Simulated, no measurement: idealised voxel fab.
A process module follows: voxel self aligned contacts.
cross-section cut | 215 nm wide | cells 5 nm
If you're reading a cross-section in this doc, picture square cells in a grid; it comes to you as bands, top ones listed first down to the bottom, and a band can be one or more rows of cells.
Quick guide to a band line: top height, bottom height (nm) up front; then every material left to right with its width in nm. Only one material and it's marked "throughout"? Then it fills the band edge to edge. And "empty" just means empty space.
The level at which height equals 0 is the one under which the wafer, as it arrives, is entirely one material. No lower edge exists for the bottom band, which continues downward and is notated as in "0 nm and below".
Note: "30..40" means the width goes from the first number (top row of the band) to the second number (bottom row) in equal steps per row of cells.
Basically "all unchanged" means that step didn't change any cell in the cross-section.
In "Trapped voids" the enclosed voids are listed, meaning empty spaces of 8 cells or larger without any opening to the top. The form is width x height at distance, distance from the left edge, units nm.
It should be noted that, on the line of a given step, the content following the step's settings is a remark produced by the simulator itself with respect to that step.
Regarding "overlay nm": on a step with a mask, it is the distance the mask lay to the right of its planned place; a negative value places it to the left.
Below is the list of planned process steps
1,RECEIVE, material Si
2,CONFORMAL_DEP, material SiO2, thk nm 5
3,DIRECTIONAL_DEP, material polySi, thk nm 20
4,DIRECTIONAL_DEP, material SiN, thk nm 25
5,MASKED_ETCH, tone cover, mask id GATE, width nm 25, pitch nm 60, etch materials SiN, depth nm 25, overlay nm 0
6,MASKED_ETCH, tone cover, mask id GATE, width nm 25, pitch nm 60, etch materials polySi, depth nm 20, overlay nm 0
7,CONFORMAL_DEP, material SiN, thk nm 10
8,DIRECTIONAL_ETCH, etch materials SiN, depth nm 10
9,FILL_DEP, material SiO2, thk nm 10
10,CMP, height nm 55
11,DIRECTIONAL_DEP, material aC, thk nm 10
12,PATTERN, tone open, mask id CONTACT, material resist, width nm 45, thk nm 30, overlay nm 0
13,DIRECTIONAL_ETCH, etch materials aC, depth nm 10
14,STRIP, etch materials resist
15,DIRECTIONAL_ETCH, etch materials SiO2, depth nm 55
16,STRIP, etch materials aC
17,CONFORMAL_DEP, material TiN, thk nm 5
18,FILL_DEP, material Ru, thk nm 5
19,CMP, height nm 55
20,CONFORMAL_DEP, material SiCN, thk nm 5
The cross-section here shows the wafer as received, i.e. in its state after step 1
  0 nm and below  Si throughout
  Trapped voids: none
End-of-module cross-section of the first of two wafers, processed as planned
  60 nm to 55 nm  SiCN throughout
  55 nm to 50 nm  85 of SiO2 / 20 of TiN / 5 of Ru / 20 of TiN / 85 of SiO2
  50 nm to 25 nm  55 of SiO2 / 45 of SiN / 5 of TiN / 5 of Ru / 5 of TiN / 45 of SiN / 55 of SiO2
  25 nm to 5 nm  55 of SiO2 / 10 of SiN / 25 of polySi / 10 of SiN / 5 of TiN / 5 of Ru / 5 of TiN / 10 of SiN / 25 of polySi / 10 of SiN / 55 of SiO2
  5 nm to 0 nm  100 of SiO2 / 15 of TiN / 100 of SiO2
  0 nm and below  Si throughout
  Trapped voids: none
This cross-section belongs to the second wafer of two at the end of the module; the start and the plan were shared with the first, and the run included one mistake
  55 nm to 50 nm  SiCN throughout
  50 nm to 25 nm  55 of SiO2 / 45 of SiN / 5 of TiN / 5 of Ru / 5 of TiN / 45 of SiN / 55 of SiO2
  25 nm to 5 nm  55 of SiO2 / 10 of SiN / 25 of polySi / 10 of SiN / 5 of TiN / 5 of Ru / 5 of TiN / 10 of SiN / 25 of polySi / 10 of SiN / 55 of SiO2
  5 nm to 0 nm  100 of SiO2 / 15 of TiN / 100 of SiO2
  0 nm and below  Si throughout
  Trapped voids: none
Diagnosis: step 19 ran with different settings than intended, the actual operation and settings being CMP, height nm 50
Once processing is complete, comparing cell counts shows that the second wafer has more or fewer of certain materials than the first: Ru: 1 fewer; SiO2: 34 fewer; TiN: 8 fewer
